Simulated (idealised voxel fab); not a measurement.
The name of this process module is voxel self aligned contacts.
Cross-sectional view cut (width: 180 nm; square cell size: 5 nm).
Cross-section = grid of square cells, listed top down in bands; band = one or more rows.
Each band's line starts with the height of the band's top and of its bottom, in nm. Then come its materials from left to right, each with its width in nm. One material with "everywhere" fills the band from edge to edge. "blank" is empty space.
Convention: height 0 is the level below which the wafer, as received, is all one material. The lowest band does not terminate at the bottom but continues downward, represented as "from 0 down".
Per-row width for "30..40": begins at first number (top row of band), ends at second number (bottom row), increment between rows held constant.
Where the words "nothing different" appear for a step, the cross-section shows no cell changed by that step; every cell remained as before.
You'll see "Fully sealed voids" listing empty spaces that have no way open to the top, as long as they're 8 cells or more; the notation is width x height at distance, where the distance is from the left edge, and all of it is in nm.
If you see something after the settings on a step's line, that's the simulator's own remark about that step.
overlay nm: for a step with a mask, the amount by which the mask lay right of where it was planned; a negative amount means left of it.
Each pair of cross-sections that follows straddles one process step: the one shows the state before the step, the other the state after it, down to the lowest band that changed and no further. The step in question, and its settings, are given under the pair. Note that a pair is not necessarily a continuation of the pair above it, since pairs can come from different runs of this module on the same starting wafer; it is a continuation only where its entry headed "Pre-step section" says so.

PRE-STEP SECTION
> from 75 to 60 = resist 65 / blank 55 / resist 60
> from 60 to 50 = SiO2 everywhere
> from 50 to 30 = SiO2 35 / SiN 45 / SiO2 20 / SiN 45 / SiO2 35
> from 30 to 5 = SiO2 35 / SiN 10 / polySi 25 / SiN 10 / SiO2 20 / SiN 10 / polySi 25 / SiN 10 / SiO2 35
> from 5 to 0 = SiO2 everywhere
> from 0 down = Si everywhere
> Fully sealed voids: none

SECTION, POST-STEP
> from 75 to 60 = resist 65 / blank 55 / resist 60
> from 60 to 50 = SiO2 65 / blank 55 / SiO2 60
> from 50 to 30 = SiO2 35 / SiN 45 / blank 20 / SiN 45 / SiO2 35
> from 30 to 5 = SiO2 35 / SiN 10 / polySi 25 / SiN 10 / blank 20 / SiN 10 / polySi 25 / SiN 10 / SiO2 35
> from 5 to 0 = SiO2 80 / blank 20 / SiO2 80
> Heights below 0 show no change.
> Fully sealed voids: none
The before and after cross-sections above are linked by DIRECTIONAL_ETCH (etch materials SiO2; depth nm 60)

Pre-step section: The structure entering this step is exactly what the pair just above shows after its step.

SECTION, POST-STEP
> from 60 to 50 = SiO2 65 / blank 55 / SiO2 60
> Heights below 50 show no change.
> Fully sealed voids: none
The before and after cross-sections above are linked by STRIP (etch materials resist)

Pre-step section: The structure entering this step is exactly what the pair just above shows after its step.

SECTION, POST-STEP
> from 65 to 60 = TiN 70 / blank 45 / TiN 65
> from 60 to 50 = SiO2 65 / TiN 5..20 / blank 45..10 / TiN 5..25 / SiO2 60
> from 50 to 30 = SiO2 35 / SiN 45 / TiN 5 / blank 10 / TiN 5 / SiN 45 / SiO2 35
> from 30 to 5 = SiO2 35 / SiN 10 / polySi 25 / SiN 10 / TiN 5 / blank 10 / TiN 5 / SiN 10 / polySi 25 / SiN 10 / SiO2 35
> from 5 to 0 = SiO2 80 / TiN 20 / SiO2 80
> Heights below 0 show no change.
> Fully sealed voids: none
The before and after cross-sections above are linked by CONFORMAL_DEP (material TiN; thk nm 5)

Pre-step section: The structure entering this step is exactly what the pair just above shows after its step.

SECTION, POST-STEP
> from 70 to 65 = Ru everywhere
> from 65 to 60 = TiN 70 / Ru 45 / TiN 65
> from 60 to 50 = SiO2 65 / TiN 5..20 / Ru 45..10 / TiN 5..25 / SiO2 60
> from 50 to 30 = SiO2 35 / SiN 45 / TiN 5 / Ru 10 / TiN 5 / SiN 45 / SiO2 35
> from 30 to 5 = SiO2 35 / SiN 10 / polySi 25 / SiN 10 / TiN 5 / Ru 10 / TiN 5 / SiN 10 / polySi 25 / SiN 10 / SiO2 35
> Heights below 5 show no change.
> Fully sealed voids: none
The before and after cross-sections above are linked by FILL_DEP (material Ru; thk nm 5)

Pre-step section: The structure entering this step is exactly what the pair just above shows after its step.

SECTION, POST-STEP
> from 60 to 50 = SiO2 65 / TiN 5..20 / Ru 45..10 / TiN 5..25 / SiO2 60
> Heights below 50 show no change.
> Fully sealed voids: none
The before and after cross-sections above are linked by CMP (height nm 60)

Pre-step section: The structure entering this step is exactly what the pair just above shows after its step.

SECTION, POST-STEP
> from 65 to 60 = SiCN everywhere
> Heights below 60 show no change.
> Fully sealed voids: none
The before and after cross-sections above are linked by CONFORMAL_DEP (material SiCN; thk nm 5)

PRE-STEP SECTION
> from 60 to 50 = SiO2 everywhere
> from 50 to 30 = SiO2 35 / SiN 45 / SiO2 20 / SiN 45 / SiO2 35
> from 30 to 5 = SiO2 35 / SiN 10 / polySi 25 / SiN 10 / SiO2 20 / SiN 10 / polySi 25 / SiN 10 / SiO2 35
> from 5 to 0 = SiO2 everywhere
> from 0 down = Si everywhere
> Fully sealed voids: none

SECTION, POST-STEP
> from 75 to 60 = resist 55 / blank 50 / resist 75
> Heights below 60 show no change.
> Fully sealed voids: none
The before and after cross-sections above are linked by PATTERN (tone open; mask id CONTACT; material resist; width nm 50; thk nm 15; overlay nm -10)

Pre-step section: The structure entering this step is exactly what the pair just above shows after its step.

SECTION, POST-STEP
> from 75 to 60 = resist 55 / blank 50 / resist 75
> from 60 to 50 = SiO2 55 / blank 50 / SiO2 75
> from 50 to 30 = SiO2 35 / SiN 45 / blank 20 / SiN 45 / SiO2 35
> from 30 to 5 = SiO2 35 / SiN 10 / polySi 25 / SiN 10 / blank 20 / SiN 10 / polySi 25 / SiN 10 / SiO2 35
> from 5 to 0 = SiO2 80 / blank 20 / SiO2 80
> Heights below 0 show no change.
> Fully sealed voids: none
The before and after cross-sections above are linked by DIRECTIONAL_ETCH (etch materials SiO2; depth nm 60)

Pre-step section: The structure entering this step is exactly what the pair just above shows after its step.

SECTION, POST-STEP
> from 60 to 50 = SiO2 55 / blank 50 / SiO2 75
> Heights below 50 show no change.
> Fully sealed voids: none
The before and after cross-sections above are linked by STRIP (etch materials resist)

Pre-step section: The structure entering this step is exactly what the pair just above shows after its step.

SECTION, POST-STEP
> from 65 to 60 = TiN 60 / blank 40 / TiN 80
> from 60 to 50 = SiO2 55 / TiN 5..30 / blank 40..10 / TiN 5..10 / SiO2 75
> from 50 to 30 = SiO2 35 / SiN 45 / TiN 5 / blank 10 / TiN 5 / SiN 45 / SiO2 35
> from 30 to 5 = SiO2 35 / SiN 10 / polySi 25 / SiN 10 / TiN 5 / blank 10 / TiN 5 / SiN 10 / polySi 25 / SiN 10 / SiO2 35
> from 5 to 0 = SiO2 80 / TiN 20 / SiO2 80
> Heights below 0 show no change.
> Fully sealed voids: none
The before and after cross-sections above are linked by CONFORMAL_DEP (material TiN; thk nm 5)

Pre-step section: The structure entering this step is exactly what the pair just above shows after its step.

SECTION, POST-STEP
> from 70 to 65 = Ru everywhere
> from 65 to 60 = TiN 60 / Ru 40 / TiN 80
> from 60 to 50 = SiO2 55 / TiN 5..30 / Ru 40..10 / TiN 5..10 / SiO2 75
> from 50 to 30 = SiO2 35 / SiN 45 / TiN 5 / Ru 10 / TiN 5 / SiN 45 / SiO2 35
> from 30 to 5 = SiO2 35 / SiN 10 / polySi 25 / SiN 10 / TiN 5 / Ru 10 / TiN 5 / SiN 10 / polySi 25 / SiN 10 / SiO2 35
> Heights below 5 show no change.
> Fully sealed voids: none
The before and after cross-sections above are linked by FILL_DEP (material Ru; thk nm 5)

Pre-step section: The structure entering this step is exactly what the pair just above shows after its step.

SECTION, POST-STEP
> from 60 to 50 = SiO2 55 / TiN 5..30 / Ru 40..10 / TiN 5..10 / SiO2 75
> Heights below 50 show no change.
> Fully sealed voids: none
The before and after cross-sections above are linked by CMP (height nm 60)

Pre-step section: The structure entering this step is exactly what the pair just above shows after its step.

SECTION, POST-STEP
> from 65 to 60 = SiCN everywhere
> Heights below 60 show no change.
> Fully sealed voids: none
The before and after cross-sections above are linked by CONFORMAL_DEP (material SiCN; thk nm 5)

PRE-STEP SECTION
> from 0 down = Si everywhere
> Fully sealed voids: none

SECTION, POST-STEP
> from 5 to 0 = SiN everywhere
> Heights below 0 show no change.
> Fully sealed voids: none
The before and after cross-sections above are linked by CONFORMAL_DEP (material SiN; thk nm 5)

Pre-step section: The structure entering this step is exactly what the pair just above shows after its step.

SECTION, POST-STEP
> from 30 to 5 = polySi everywhere
> Heights below 5 show no change.
> Fully sealed voids: none
The before and after cross-sections above are linked by DIRECTIONAL_DEP (material polySi; thk nm 25)

Pre-step section: The structure entering this step is exactly what the pair just above shows after its step.

SECTION, POST-STEP
> from 50 to 30 = SiN everywhere
> Heights below 30 show no change.
> Fully sealed voids: none
The before and after cross-sections above are linked by DIRECTIONAL_DEP (material SiN; thk nm 20)

Pre-step section: The structure entering this step is exactly what the pair just above shows after its step.

SECTION, POST-STEP
> from 70 to 50 = blank 45 / resist 25 / blank 40 / resist 25 / blank 45
> Heights below 50 show no change.
> Fully sealed voids: none
The before and after cross-sections above are linked by PATTERN (tone cover; mask id GATE; material resist; width nm 25; pitch nm 65; thk nm 20; overlay nm 0)

Pre-step section: The structure entering this step is exactly what the pair just above shows after its step.

SECTION, POST-STEP
> from 70 to 50 = blank 45 / resist 25 / blank 40 / resist 25 / blank 45
> from 50 to 30 = blank 45 / SiN 25 / blank 40 / SiN 25 / blank 45
> Heights below 30 show no change.
> Fully sealed voids: none
The before and after cross-sections above are linked by DIRECTIONAL_ETCH (etch materials SiN; depth nm 20)

Pre-step section: The structure entering this step is exactly what the pair just above shows after its step.

SECTION, POST-STEP
> from 70 to 50 = blank 45 / resist 25 / blank 40 / resist 25 / blank 45
> from 50 to 30 = blank 45 / SiN 25 / blank 40 / SiN 25 / blank 45
> from 30 to 5 = blank 45 / polySi 25 / blank 40 / polySi 25 / blank 45
> Heights below 5 show no change.
> Fully sealed voids: none
The before and after cross-sections above are linked by DIRECTIONAL_ETCH (etch materials polySi; depth nm 25)

Pre-step section: The structure entering this step is exactly what the pair just above shows after its step.

SECTION, POST-STEP
> from 50 to 30 = blank 45 / SiN 25 / blank 40 / SiN 25 / blank 45
> Heights below 30 show no change.
> Fully sealed voids: none
The before and after cross-sections above are linked by STRIP (etch materials resist)

Pre-step section: The structure entering this step is exactly what the pair just above shows after its step.

SECTION, POST-STEP
> from 60 to 30 = blank 35 / SiN 45 / blank 20 / SiN 45 / blank 35
> from 30 to 15 = blank 35 / SiN 10 / polySi 25 / SiN 10 / blank 20 / SiN 10 / polySi 25 / SiN 10 / blank 35
> from 15 to 5 = SiN 45 / polySi 25 / SiN 40 / polySi 25 / SiN 45
> Heights below 5 show no change.
> Fully sealed voids: none
The before and after cross-sections above are linked by CONFORMAL_DEP (material SiN; thk nm 10)

Pre-step section: The structure entering this step is exactly what the pair just above shows after its step.

SECTION, POST-STEP
> from 50 to 30 = blank 35 / SiN 45 / blank 20 / SiN 45 / blank 35
> from 30 to 5 = blank 35 / SiN 10 / polySi 25 / SiN 10 / blank 20 / SiN 10 / polySi 25 / SiN 10 / blank 35
> Heights below 5 show no change.
> Fully sealed voids: none
The before and after cross-sections above are linked by DIRECTIONAL_ETCH (etch materials SiN; depth nm 10)

Pre-step section: The structure entering this step is exactly what the pair just above shows after its step.

SECTION, POST-STEP
> from 70 to 50 = SiO2 everywhere
> from 50 to 30 = SiO2 35 / SiN 45 / SiO2 20 / SiN 45 / SiO2 35
> from 30 to 5 = SiO2 35 / SiN 10 / polySi 25 / SiN 10 / SiO2 20 / SiN 10 / polySi 25 / SiN 10 / SiO2 35
> Heights below 5 show no change.
> Fully sealed voids: none
The before and after cross-sections above are linked by FILL_DEP (material SiO2; thk nm 20)

Pre-step section: The structure entering this step is exactly what the pair just above shows after its step.

SECTION, POST-STEP
> from 60 to 50 = SiO2 everywhere
> Heights below 50 show no change.
> Fully sealed voids: none
The before and after cross-sections above are linked by CMP (height nm 60)

Pre-step section: The structure entering this step is exactly what the pair just above shows after its step.

SECTION, POST-STEP
> from 75 to 60 = resist 65 / blank 50 / resist 65
> Heights below 60 show no change.
> Fully sealed voids: none
The before and after cross-sections above are linked by PATTERN (tone open; mask id CONTACT; material resist; width nm 50; thk nm 15; overlay nm 0)

Pre-step section: The structure entering this step is exactly what the pair just above shows after its step.

SECTION, POST-STEP
> from 75 to 60 = resist 65 / blank 50 / resist 65
> from 60 to 50 = SiO2 65 / blank 50 / SiO2 65
> from 50 to 30 = SiO2 35 / SiN 45 / blank 20 / SiN 45 / SiO2 35
> from 30 to 5 = SiO2 35 / SiN 10 / polySi 25 / SiN 10 / blank 20 / SiN 10 / polySi 25 / SiN 10 / SiO2 35
> Heights below 5 show no change.
> Fully sealed voids: none
The before and after cross-sections above are linked by DIRECTIONAL_ETCH (etch materials SiO2; depth nm 60)

Pre-step section: The structure entering this step is exactly what the pair just above shows after its step.

SECTION, POST-STEP
> from 60 to 50 = SiO2 65 / blank 50 / SiO2 65
> Heights below 50 show no change.
> Fully sealed voids: none
The before and after cross-sections above are linked by STRIP (etch materials resist)

Pre-step section: The structure entering this step is exactly what the pair just above shows after its step.

SECTION, POST-STEP
> from 65 to 60 = TiN 70 / blank 40 / TiN 70
> from 60 to 50 = SiO2 65 / TiN 5..20 / blank 40..10 / TiN 5..20 / SiO2 65
> from 50 to 30 = SiO2 35 / SiN 45 / TiN 5 / blank 10 / TiN 5 / SiN 45 / SiO2 35
> from 30 to 10 = SiO2 35 / SiN 10 / polySi 25 / SiN 10 / TiN 5 / blank 10 / TiN 5 / SiN 10 / polySi 25 / SiN 10 / SiO2 35
> from 10 to 5 = SiO2 35 / SiN 10 / polySi 25 / SiN 10 / TiN 20 / SiN 10 / polySi 25 / SiN 10 / SiO2 35
> Heights below 5 show no change.
> Fully sealed voids: none
The before and after cross-sections above are linked by CONFORMAL_DEP (material TiN; thk nm 5)

Pre-step section: The structure entering this step is exactly what the pair just above shows after its step.

SECTION, POST-STEP
> from 70 to 65 = Ru everywhere
> from 65 to 60 = TiN 70 / Ru 40 / TiN 70
> from 60 to 50 = SiO2 65 / TiN 5..20 / Ru 40..10 / TiN 5..20 / SiO2 65
> from 50 to 30 = SiO2 35 / SiN 45 / TiN 5 / Ru 10 / TiN 5 / SiN 45 / SiO2 35
> from 30 to 10 = SiO2 35 / SiN 10 / polySi 25 / SiN 10 / TiN 5 / Ru 10 / TiN 5 / SiN 10 / polySi 25 / SiN 10 / SiO2 35
> Heights below 10 show no change.
> Fully sealed voids: none
The before and after cross-sections above are linked by FILL_DEP (material Ru; thk nm 5)

Pre-step section: The structure entering this step is exactly what the pair just above shows after its step.

SECTION, POST-STEP
> from 60 to 50 = SiO2 65 / TiN 5..20 / Ru 40..10 / TiN 5..20 / SiO2 65
> Heights below 50 show no change.
> Fully sealed voids: none
The before and after cross-sections above are linked by CMP (height nm 60)

Pre-step section: The structure entering this step is exactly what the pair just above shows after its step.

SECTION, POST-STEP
> from 65 to 60 = SiCN everywhere
> Heights below 60 show no change.
> Fully sealed voids: none
The before and after cross-sections above are linked by CONFORMAL_DEP (material SiCN; thk nm 5)

PRE-STEP SECTION
> from 60 to 50 = SiO2 everywhere
> from 50 to 30 = SiO2 35 / SiN 45 / SiO2 20 / SiN 45 / SiO2 35
> from 30 to 5 = SiO2 35 / SiN 10 / polySi 25 / SiN 10 / SiO2 20 / SiN 10 / polySi 25 / SiN 10 / SiO2 35
> from 5 to 0 = SiO2 everywhere
> from 0 down = Si everywhere
> Fully sealed voids: none

SECTION, POST-STEP
> from 75 to 60 = blank 65 / resist 50 / blank 65
> Heights below 60 show no change.
> Fully sealed voids: none
The before and after cross-sections above are linked by PATTERN (tone cover; mask id CONTACT; material resist; width nm 50; thk nm 15; overlay nm 0)

Pre-step section: The structure entering this step is exactly what the pair just above shows after its step.

SECTION, POST-STEP
> from 75 to 60 = blank 65 / resist 50 / blank 65
> from 60 to 50 = blank 65 / SiO2 50 / blank 65
> from 50 to 30 = blank 35 / SiN 45 / SiO2 20 / SiN 45 / blank 35
> from 30 to 5 = blank 35 / SiN 10 / polySi 25 / SiN 10 / SiO2 20 / SiN 10 / polySi 25 / SiN 10 / blank 35
> from 5 to 0 = blank 35 / SiO2 110 / blank 35
> Heights below 0 show no change.
> Fully sealed voids: none
The before and after cross-sections above are linked by DIRECTIONAL_ETCH (etch materials SiO2; depth nm 60)

Pre-step section: The structure entering this step is exactly what the pair just above shows after its step.

SECTION, POST-STEP
> from 60 to 50 = blank 65 / SiO2 50 / blank 65
> Heights below 50 show no change.
> Fully sealed voids: none
The before and after cross-sections above are linked by STRIP (etch materials resist)

Pre-step section: The structure entering this step is exactly what the pair just above shows after its step.

SECTION, POST-STEP
> from 65 to 60 = blank 60 / TiN 60 / blank 60
> from 60 to 50 = blank 60..30 / TiN 5..35 / SiO2 50 / TiN 5..35 / blank 60..30
> from 50 to 30 = blank 30 / TiN 5 / SiN 45 / SiO2 20 / SiN 45 / TiN 5 / blank 30
> from 30 to 5 = blank 30 / TiN 5 / SiN 10 / polySi 25 / SiN 10 / SiO2 20 / SiN 10 / polySi 25 / SiN 10 / TiN 5 / blank 30
> from 5 to 0 = TiN 35 / SiO2 110 / TiN 35
> Heights below 0 show no change.
> Fully sealed voids: none
The before and after cross-sections above are linked by CONFORMAL_DEP (material TiN; thk nm 5)

Pre-step section: The structure entering this step is exactly what the pair just above shows after its step.

SECTION, POST-STEP
> from 70 to 65 = Ru everywhere
> from 65 to 60 = Ru 60 / TiN 60 / Ru 60
> from 60 to 50 = Ru 60..30 / TiN 5..35 / SiO2 50 / TiN 5..35 / Ru 60..30
> from 50 to 30 = Ru 30 / TiN 5 / SiN 45 / SiO2 20 / SiN 45 / TiN 5 / Ru 30
> from 30 to 5 = Ru 30 / TiN 5 / SiN 10 / polySi 25 / SiN 10 / SiO2 20 / SiN 10 / polySi 25 / SiN 10 / TiN 5 / Ru 30
> Heights below 5 show no change.
> Fully sealed voids: none
The before and after cross-sections above are linked by FILL_DEP (material Ru; thk nm 5)

Pre-step section: The structure entering this step is exactly what the pair just above shows after its step.

SECTION, POST-STEP
> from 60 to 50 = Ru 60..30 / TiN 5..35 / SiO2 50 / TiN 5..35 / Ru 60..30
> Heights below 50 show no change.
> Fully sealed voids: none
The before and after cross-sections above are linked by CMP (height nm 60)

Pre-step section: The structure entering this step is exactly what the pair just above shows after its step.

SECTION, POST-STEP
> from 65 to 60 = SiCN everywhere
> Heights below 60 show no change.
> Fully sealed voids: none
The before and after cross-sections above are linked by CONFORMAL_DEP (material SiCN; thk nm 5)
